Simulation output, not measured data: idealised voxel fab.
voxel capacitor over wiring: a process module
FYI the section here is cut, 240 nm wide, cells are 5 nm squares.
Cross-section = grid of square cells, listed top down in bands; band = one or more rows.
Within each band entry, the heights of the top and of the bottom of the band appear first, in that order and in nm; the materials of the band then follow from left to right, each with its corresponding width in nm. The designation "edge to edge" on a single material indicates that it fills the band from edge to edge; the designation "air" indicates empty space.
Height datum 0, below which the as-received substrate wafer is one material. Lowest band open at the bottom, running downward: "0 nm and below".
You'd read "30->40" like this: the band's top row of cells is as wide as the first number, its bottom row is as wide as the second, and going down, every row changes width by the same amount as the row before did.
"remained unchanged" means the step left every cell of the cross-section as it was.
You'll see "Closed void inventory" listing empty spaces that have no way open to the top, as long as they're 8 cells or more; the notation is width x height at distance, where the distance is from the left edge, and all of it is in nm.
after a step's settings: what the simulator itself notes on the step
overlay nm: mask offset rightward from planned place, masked step; negative means leftward offset.

Set out below are the planned steps of the process:
| 1 | RECEIVE | material Si |
| 2 | CONFORMAL_DEP | material SiO2 | thk nm 10 |
| 3 | DIRECTIONAL_DEP | material TiN | thk nm 5 |
| 4 | DIRECTIONAL_DEP | material Ru | thk nm 15 |
| 5 | DIRECTIONAL_DEP | material aC | thk nm 15 |
| 6 | PATTERN | tone cover | mask id METAL_1 | material resist | width nm 30 | pitch nm 85 | thk nm 35 | overlay nm 0 |
| 7 | DIRECTIONAL_ETCH | etch materials aC | depth nm 15 |
| 8 | STRIP | etch materials resist |
| 9 | DIRECTIONAL_ETCH | etch materials Ru | depth nm 15 |
| 10 | DIRECTIONAL_ETCH | etch materials TiN | depth nm 5 |
| 11 | STRIP | etch materials aC |
| 12 | CONFORMAL_DEP | material SiCN | thk nm 5 |
| 13 | FILL_DEP | material lowk | thk nm 5 |
| 14 | CMP | height nm 30 |
| 15 | CONFORMAL_DEP | material SiCN | thk nm 5 |
| 16 | DIRECTIONAL_DEP | material SiO2 | thk nm 20 |
| 17 | MASKED_ETCH | tone open | mask id PLUG_1 | width nm 15 | etch materials SiO2 | depth nm 20 | overlay nm 0 |
| 18 | MASKED_ETCH | tone open | mask id PLUG_1 | width nm 15 | etch materials SiCN | depth nm 5 | overlay nm 0 |
| 19 | EPI | material Ru | thk nm 10 |
| 20 | EPI | material Ru | thk nm 10 |
| 21 | EPI | material Ru | thk nm 5 |
| 22 | DIRECTIONAL_DEP | material TiN | thk nm 10 |
| 23 | DIRECTIONAL_DEP | material Al2O3 | thk nm 5 |
| 24 | DIRECTIONAL_DEP | material TiN | thk nm 10 |
| 25 | DIRECTIONAL_DEP | material aC | thk nm 15 |
| 26 | PATTERN | tone cover | mask id UPPER_PLATE | material resist | width nm 60 | thk nm 30 | overlay nm 0 |
| 27 | DIRECTIONAL_ETCH | etch materials aC | depth nm 15 |
| 28 | STRIP | etch materials resist |
| 29 | DIRECTIONAL_ETCH | etch materials TiN | depth nm 10 |
| 30 | DIRECTIONAL_ETCH | etch materials Al2O3 | depth nm 5 |
| 31 | STRIP | etch materials aC |
| 32 | PATTERN | tone cover | mask id LOWER_PLATE | material resist | width nm 70 | thk nm 15 | overlay nm 0 |
| 33 | DIRECTIONAL_ETCH | etch materials TiN | depth nm 10 |
| 34 | STRIP | etch materials resist |
| 35 | FILL_DEP | material SiO2 | thk nm 15 |
| 36 | CMP | height nm 90 |
| 37 | PATTERN | tone open | mask id PLUG_2 | material resist | width nm 15 | thk nm 20 | overlay nm 0 |
| 38 | DIRECTIONAL_ETCH | etch materials SiO2 | depth nm 10 |
| 39 | STRIP | etch materials resist |
| 40 | CONFORMAL_DEP | material TiN | thk nm 5 |
| 41 | FILL_DEP | material W | thk nm 10 |
| 42 | CMP | height nm 90 |
| 43 | CONFORMAL_DEP | material SiN | thk nm 5 |

Wafer as received: cross-section following step 1:
- 0 nm and below  Si edge to edge
- Closed void inventory: none

First of two wafers: cross-section at end of module, run per plan:
- 95 nm to 90 nm  SiN edge to edge
- 90 nm to 85 nm  85 of SiO2 | 5 of TiN | 5 of W | 5 of TiN | 140 of SiO2
- 85 nm to 80 nm  85 of SiO2 | 15 of TiN | 140 of SiO2
- 80 nm to 70 nm  75 of SiO2 | 60 of TiN | 105 of SiO2
- 70 nm to 65 nm  75 of SiO2 | 60 of Al2O3 | 105 of SiO2
- 65 nm to 55 nm  70 of SiO2 | 70 of TiN | 100 of SiO2
- 55 nm to 35 nm  75 of SiO2 | 15 of Ru | 150 of SiO2
- 35 nm to 30 nm  75 of SiCN | 15 of Ru | 150 of SiCN
- 30 nm to 15 nm  55 of lowk | 5 of SiCN | 30 of Ru | 5 of SiCN | 45 of lowk | 5 of SiCN | 30 of Ru | 5 of SiCN | 60 of lowk
- 15 nm to 10 nm  60 of SiCN | 30 of TiN | 55 of SiCN | 30 of TiN | 65 of SiCN
- 10 nm to 0 nm  SiO2 edge to edge
- 0 nm and below  Si edge to edge
- Closed void inventory: none

Cross-section, wafer two of two, end of module: same start and plan as wafer one, one error in execution:
- 95 nm to 90 nm  SiN edge to edge
- 90 nm to 80 nm  75 of SiO2 | 25 of TiN | 140 of SiO2
- 80 nm to 75 nm  75 of SiO2 | 25 of Al2O3 | 35 of TiN | 105 of SiO2
- 75 nm to 70 nm  70 of SiO2 | 65 of TiN | 105 of SiO2
- 70 nm to 65 nm  70 of SiO2 | 30 of TiN | 35 of Al2O3 | 105 of SiO2
- 65 nm to 55 nm  65 of SiO2 | 35 of Ru | 40 of TiN | 100 of SiO2
- 55 nm to 35 nm  75 of SiO2 | 15 of Ru | 150 of SiO2
- 35 nm to 30 nm  75 of SiCN | 15 of Ru | 150 of SiCN
- 30 nm to 15 nm  55 of lowk | 5 of SiCN | 30 of Ru | 5 of SiCN | 45 of lowk | 5 of SiCN | 30 of Ru | 5 of SiCN | 60 of lowk
- 15 nm to 10 nm  60 of SiCN | 30 of TiN | 55 of SiCN | 30 of TiN | 65 of SiCN
- 10 nm to 0 nm  SiO2 edge to edge
- 0 nm and below  Si edge to edge
- Closed void inventory: none
What was the processing mistake? one of 19 and 20, all the same step, was done twice; can't tell which
Counted in cells at the end, the second wafer holds more or fewer of these materials than the first: Ru +14 | SiO2 -8 | TiN -5 | W -1
